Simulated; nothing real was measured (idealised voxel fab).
The following is a process module called voxel capacitor over wiring.
Cross-section cut: width 255 nm, square cells of 5 nm.
Cross-section, as written here: a square-cell grid given band by band from the top down, where a band holds one or more rows of cells. This entry defines a band. It first specifies the height of the band's top and the height of its bottom in nm, and then specifies the band's materials from left to right, stating each material with its width in nm. The word "full width" identifies a single material that fills the band from edge to edge, while the word "air" identifies empty space. Counting heights begins at 0, where everything beneath is, in the wafer as received, one material. The lowest band has no bottom; it goes on downwards, as "0 and below" shows. The expression "30->40" gives the width at the extremes of the band, the first number at its top row of cells and the second at its bottom row, with the width changing by equal amounts from each row to the next in between. "no modification" (step): cross-section cells unchanged, all of them. Basically, "Closed cavity list" tells you about the enclosed voids: empty spaces with no open way to the top, 8 cells or bigger, each written width x height at distance, where distance is from the left edge, all in nm. The remark found on a step's line after its settings is issued by the simulator itself and pertains to that step. If you see "overlay nm" on a step's line and that step has a mask, it's telling you how far right of where it was planned the mask ended up; a negative number means it went left instead.
THE FOLLOWING LIST GIVES THE PLANNED PROCESS STEPS
1,RECEIVE [material Si]
2,CONFORMAL_DEP [material SiO2] [thk nm 10]
3,CONFORMAL_DEP [material SiCN] [thk nm 5]
4,DIRECTIONAL_DEP [material SiO2] [thk nm 20]
5,PATTERN [tone open] [mask id METAL_1] [material resist] [width nm 30] [pitch nm 95] [thk nm 20] [overlay nm 0]
6,DIRECTIONAL_ETCH [etch materials SiO2] [depth nm 20]
7,DIRECTIONAL_ETCH [etch materials SiCN] [depth nm 5]
8,STRIP [etch materials resist]
9,CONFORMAL_DEP [material TiN] [thk nm 5]
10,FILL_DEP [material Ru] [thk nm 5]
11,CMP [height nm 35]
12,CONFORMAL_DEP [material SiCN] [thk nm 5]
13,DIRECTIONAL_DEP [material SiO2] [thk nm 15]
14,PATTERN [tone open] [mask id PLUG_1] [material resist] [width nm 15] [thk nm 20] [overlay nm 0]
15,DIRECTIONAL_ETCH [etch materials SiO2] [depth nm 15]
16,DIRECTIONAL_ETCH [etch materials SiCN] [depth nm 5]
17,STRIP [etch materials resist]
18,EPI [material Ru] [thk nm 10]
19,EPI [material Ru] [thk nm 10]
20,DIRECTIONAL_DEP [material TiN] [thk nm 10]
21,DIRECTIONAL_DEP [material HfO2] [thk nm 5]
22,DIRECTIONAL_DEP [material TiN] [thk nm 10]
23,MASKED_ETCH [tone cover] [mask id UPPER_PLATE] [width nm 70] [etch materials TiN] [depth nm 10] [overlay nm 0]
24,MASKED_ETCH [tone cover] [mask id UPPER_PLATE] [width nm 70] [etch materials HfO2] [depth nm 5] [overlay nm 0]
25,DIRECTIONAL_DEP [material aC] [thk nm 15]
26,PATTERN [tone cover] [mask id LOWER_PLATE] [material resist] [width nm 80] [thk nm 35] [overlay nm 0]
27,DIRECTIONAL_ETCH [etch materials aC] [depth nm 15]
28,STRIP [etch materials resist]
29,DIRECTIONAL_ETCH [etch materials TiN] [depth nm 10]
30,STRIP [etch materials aC]
31,FILL_DEP [material SiO2] [thk nm 15]
32,CMP [height nm 90]
33,DIRECTIONAL_DEP [material aC] [thk nm 15]
34,PATTERN [tone open] [mask id PLUG_2] [material resist] [width nm 15] [thk nm 30] [overlay nm 0]
35,DIRECTIONAL_ETCH [etch materials aC] [depth nm 15]
36,STRIP [etch materials resist]
37,DIRECTIONAL_ETCH [etch materials SiO2] [depth nm 10]
38,STRIP [etch materials aC]
39,CONFORMAL_DEP [material TiN] [thk nm 5]
40,FILL_DEP [material W] [thk nm 10]
41,CMP [height nm 90]
42,CONFORMAL_DEP [material SiN] [thk nm 5]
CROSS-SECTION, INCOMING MATERIAL, AFTER STEP 1
> 0 and below | Si full width
> Closed cavity list: none
SECTIONED VIEW, FIRST OF TWO WAFERS, AT THE CLOSE OF THE MODULE, PROCESSED AS INTENDED IN THE PLAN
> 95 down to 90 | SiN full width
> 90 down to 85 | SiO2=90, TiN=5, W=5, TiN=5, SiO2=150
> 85 down to 80 | SiO2=90, TiN=15, SiO2=150
> 80 down to 70 | SiO2=80, TiN=70, SiO2=105
> 70 down to 65 | SiO2=80, HfO2=70, SiO2=105
> 65 down to 55 | SiO2=75, TiN=80, SiO2=100
> 55 down to 40 | SiO2=80, Ru=15, SiO2=160
> 40 down to 35 | SiCN=80, Ru=15, SiCN=160
> 35 down to 15 | SiO2=65, TiN=5, Ru=20, TiN=5, SiO2=65, TiN=5, Ru=20, TiN=5, SiO2=65
> 15 down to 10 | SiCN=65, TiN=30, SiCN=65, TiN=30, SiCN=65
> 10 down to 0 | SiO2 full width
> 0 and below | Si full width
> Closed cavity list: none
HERE'S THE SECOND OF OUR TWO WAFERS SECTIONED AT MODULE END. SAME START AS THE FIRST, SAME PLAN, BUT ONE MISTAKE GOT MADE RUNNING IT
> 95 down to 90 | SiN full width
> 90 down to 85 | SiO2=85, TiN=5, W=15, TiN=5, SiO2=145
> 85 down to 80 | SiO2=85, TiN=25, SiO2=145
> 80 down to 70 | SiO2=80, TiN=70, SiO2=105
> 70 down to 65 | SiO2=80, HfO2=70, SiO2=105
> 65 down to 55 | SiO2=75, TiN=80, SiO2=100
> 55 down to 40 | SiO2=80, Ru=15, SiO2=160
> 40 down to 35 | SiCN=80, Ru=15, SiCN=160
> 35 down to 15 | SiO2=65, TiN=5, Ru=20, TiN=5, SiO2=65, TiN=5, Ru=20, TiN=5, SiO2=65
> 15 down to 10 | SiCN=65, TiN=30, SiCN=65, TiN=30, SiCN=65
> 10 down to 0 | SiO2 full width
> 0 and below | Si full width
> Closed cavity list: none
What was done differently from what was planned? step 34 changed vs plan, executed as PATTERN [tone open] [mask id PLUG_2] [material resist] [width nm 25] [thk nm 30] [overlay nm 0]
In the final state, the cell counts of the second wafer exceed or fall short of those of the first for the following materials: SiO2: 4 fewer | TiN: 2 more | W: 2 more
